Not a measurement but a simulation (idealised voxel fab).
Title: Process Module voxel transistor to metal
Displayed cross-section: cut, width of 160 nm, square cells sized 5 nm.
We lay out every cross-section as a grid of square cells and spell it out in bands from the top down, where one band means one or more rows of cells. Band: top height; bottom height; in nm. Then, left to right: material with width in nm, for each material. "all across": a single material spanning edge to edge. "blank": empty space. Basically, 0 is our baseline, since under it the wafer straight out of the box is all one material. The bottom band has no lower end and keeps on going down, so it looks like "0..down". The expression "30 to 40" gives the width at the extremes of the band, the first number at its top row of cells and the second at its bottom row, with the width changing by equal amounts from each row to the next in between. Take "no change occurred" at face value: in the step it is given for, the cross-section changed in none of its cells. Under "Enclosed internal cavities" you'll find the enclosed gaps, the ones with no way out to the top, that are 8 cells or bigger; each reads width x height at distance, with distance counted from the left edge, everything in nm. What comes after the settings on a step's line is commentary from the simulator itself on that step. Among the settings permitted on a step's line is "overlay nm"; applied to a step with a mask, it specifies the extent to which the mask lay to the right of its planned position, whereas a negative figure signifies a position to the left.

# Below is the list of planned process steps
1. RECEIVE (material Si)
2. CONFORMAL_DEP (material SiO2; thk nm 5)
3. CONFORMAL_DEP (material SiN; thk nm 10)
4. MASKED_ETCH (tone cover; mask id ACTIVE; width nm 125; etch materials SiN; depth nm 10; overlay nm 0)
5. MASKED_ETCH (tone cover; mask id ACTIVE; width nm 125; etch materials SiO2; depth nm 5; overlay nm 0)
6. MASKED_ETCH (tone cover; mask id ACTIVE; width nm 125; etch materials Si; depth nm 20; overlay nm 0)
7. OXIDIZE (depth nm 5)
8. FILL_DEP (material SiO2; thk nm 5)
9. CMP (height nm 15)
10. SELECTIVE_ETCH (etch materials SiO2; depth nm 10)
11. STRIP (etch materials SiN)
12. SELECTIVE_ETCH (etch materials SiO2; depth nm 5)
13. OXIDIZE (depth nm 5)
14. DIRECTIONAL_DEP (material polySi; thk nm 25)
15. DIRECTIONAL_DEP (material SiCN; thk nm 15)
16. PATTERN (tone cover; mask id GATE; material resist; width nm 35; thk nm 15; overlay nm 0)
17. DIRECTIONAL_ETCH (etch materials SiCN; depth nm 25)
18. DIRECTIONAL_ETCH (etch materials polySi; depth nm 35)
19. STRIP (etch materials resist)
20. CONFORMAL_DEP (material SiO2; thk nm 5)
21. DIRECTIONAL_ETCH (etch materials SiO2; depth nm 5)
22. CONFORMAL_DEP (material SiN; thk nm 10)
23. DIRECTIONAL_ETCH (etch materials SiN; depth nm 10)
24. DIRECTIONAL_ETCH (etch materials SiO2; depth nm 5)
25. EPI (material SiGe; thk nm 5)
26. FILL_DEP (material SiO2; thk nm 5)
27. CMP (height nm 25)
28. STRIP (etch materials polySi)
29. SELECTIVE_ETCH (etch materials SiO2; depth nm 5)
30. CONFORMAL_DEP (material HfO2; thk nm 5)
31. CONFORMAL_DEP (material TiN; thk nm 5)
32. FILL_DEP (material W; thk nm 10)
33. CMP (height nm 20)
34. DIRECTIONAL_DEP (material SiO2; thk nm 15)
35. MASKED_ETCH (tone open; mask id CONTACT; width nm 20; pitch nm 85; etch materials SiO2; depth nm 35; overlay nm 0)
36. CONFORMAL_DEP (material TiN; thk nm 5)
37. FILL_DEP (material Ru; thk nm 5)
38. CMP (height nm 35)
39. CONFORMAL_DEP (material SiCN; thk nm 5)
40. DIRECTIONAL_DEP (material SiO2; thk nm 20)
41. DIRECTIONAL_DEP (material aC; thk nm 10)
42. PATTERN (tone open; mask id METAL_1; material resist; width nm 20; pitch nm 85; thk nm 25; overlay nm 0)
43. DIRECTIONAL_ETCH (etch materials aC; depth nm 10)
44. STRIP (etch materials resist)
45. DIRECTIONAL_ETCH (etch materials SiO2; depth nm 20)
46. DIRECTIONAL_ETCH (etch materials SiCN; depth nm 5)
47. STRIP (etch materials aC)
48. CONFORMAL_DEP (material TiN; thk nm 5)
49. FILL_DEP (material Cu; thk nm 5)
50. CMP (height nm 60)
51. CONFORMAL_DEP (material SiCN; thk nm 5)
52. DIRECTIONAL_DEP (material lowk; thk nm 25)
53. PATTERN (tone open; mask id METAL_2; material resist; width nm 20; pitch nm 85; thk nm 20; overlay nm 0)
54. DIRECTIONAL_ETCH (etch materials lowk; depth nm 15)
55. STRIP (etch materials resist)
56. MASKED_ETCH (tone open; mask id METAL_2_HOLES; width nm 15; pitch nm 85; etch materials lowk; depth nm 10; overlay nm 0)
57. MASKED_ETCH (tone open; mask id METAL_2_HOLES; width nm 15; pitch nm 85; etch materials SiCN; depth nm 5; overlay nm 0)
58. CONFORMAL_DEP (material TiN; thk nm 5)
59. FILL_DEP (material Cu; thk nm 10)
60. CMP (height nm 90)
61. CONFORMAL_DEP (material SiN; thk nm 5)

# Cross-section of the incoming wafer, state after step 1
    0..down = Si all across
    Enclosed internal cavities: none

# Module complete - cross-section of the first of two wafers, run according to plan
    95..90 = SiN all across
    90..80 = lowk=25  TiN=5  Cu=10  TiN=5  lowk=65  TiN=5  Cu=10  TiN=5  lowk=30
    80..75 = lowk=25  TiN=5  Cu=5  TiN=10  lowk=65  TiN=5  Cu=5  TiN=10  lowk=30
    75..65 = lowk=25  TiN=5  Cu=5  TiN=5  lowk=70  TiN=5  Cu=5  TiN=5  lowk=35
    65..60 = SiCN=25  TiN=15  SiCN=70  TiN=15  SiCN=35
    60..40 = SiO2=25  TiN=5  Cu=10  TiN=5  SiO2=65  TiN=5  Cu=10  TiN=5  SiO2=30
    40..35 = SiCN=25  TiN=20  SiCN=65  TiN=20  SiCN=30
    35..20 = SiO2=25  TiN=5  Ru=10  TiN=5  SiO2=65  TiN=5  Ru=10  TiN=5  SiO2=30
    20..5 = SiO2=25  TiN=5  Ru=10  TiN=5  SiN=10  HfO2=5  TiN=5  W=25  TiN=5  HfO2=5  SiN=10  TiN=5  Ru=10  TiN=5  SiO2=30
    5..0 = SiO2=25  TiN=20  SiN=10  HfO2=5  TiN=35  HfO2=5  SiN=10  TiN=20  SiO2=30
    0..-5 = SiO2=15  SiGe=30  SiO2=10  HfO2=45  SiO2=10  SiGe=30  SiO2=20
    -5..-25 = SiO2=20  Si=115  SiO2=25
    -25..down = Si all across
    Enclosed internal cavities: none

# This cross-section belongs to the second wafer of two at the end of the module; the start and the plan were shared with the first, and the run included one mistake
    95..90 = SiN all across
    90..80 = lowk=25  TiN=5  Cu=10 to 5  TiN=5 to 10  lowk=65  TiN=5  Cu=10 to 5  TiN=5 to 10  lowk=30
    80..70 = lowk=25  TiN=5  Cu=5  TiN=5  lowk=70  TiN=5  Cu=5  TiN=5  lowk=35
    70..65 = SiCN=25  TiN=15  SiCN=70  TiN=15  SiCN=35
    65..60 = TiN=30  Cu=10  TiN=75  Cu=10  TiN=35
    60..40 = SiO2=25  TiN=5  Cu=10  TiN=5  SiO2=65  TiN=5  Cu=10  TiN=5  SiO2=30
    40..35 = SiCN=25  TiN=20  SiCN=65  TiN=20  SiCN=30
    35..20 = SiO2=25  TiN=5  Ru=10  TiN=5  SiO2=65  TiN=5  Ru=10  TiN=5  SiO2=30
    20..5 = SiO2=25  TiN=5  Ru=10  TiN=5  SiN=10  HfO2=5  TiN=5  W=25  TiN=5  HfO2=5  SiN=10  TiN=5  Ru=10  TiN=5  SiO2=30
    5..0 = SiO2=25  TiN=20  SiN=10  HfO2=5  TiN=35  HfO2=5  SiN=10  TiN=20  SiO2=30
    0..-5 = SiO2=15  SiGe=30  SiO2=10  HfO2=45  SiO2=10  SiGe=30  SiO2=20
    -5..-25 = SiO2=20  Si=115  SiO2=25
    -25..down = Si all across
    Enclosed internal cavities: none
In executing the process, a mistake was made relative to the plan: heads up, step 50 didn't go per plan, it actually ran as CMP (height nm 65)
Final tally in cells, some materials are higher or lower on the second wafer than on the first: 24 more of TiN | 24 fewer of lowk
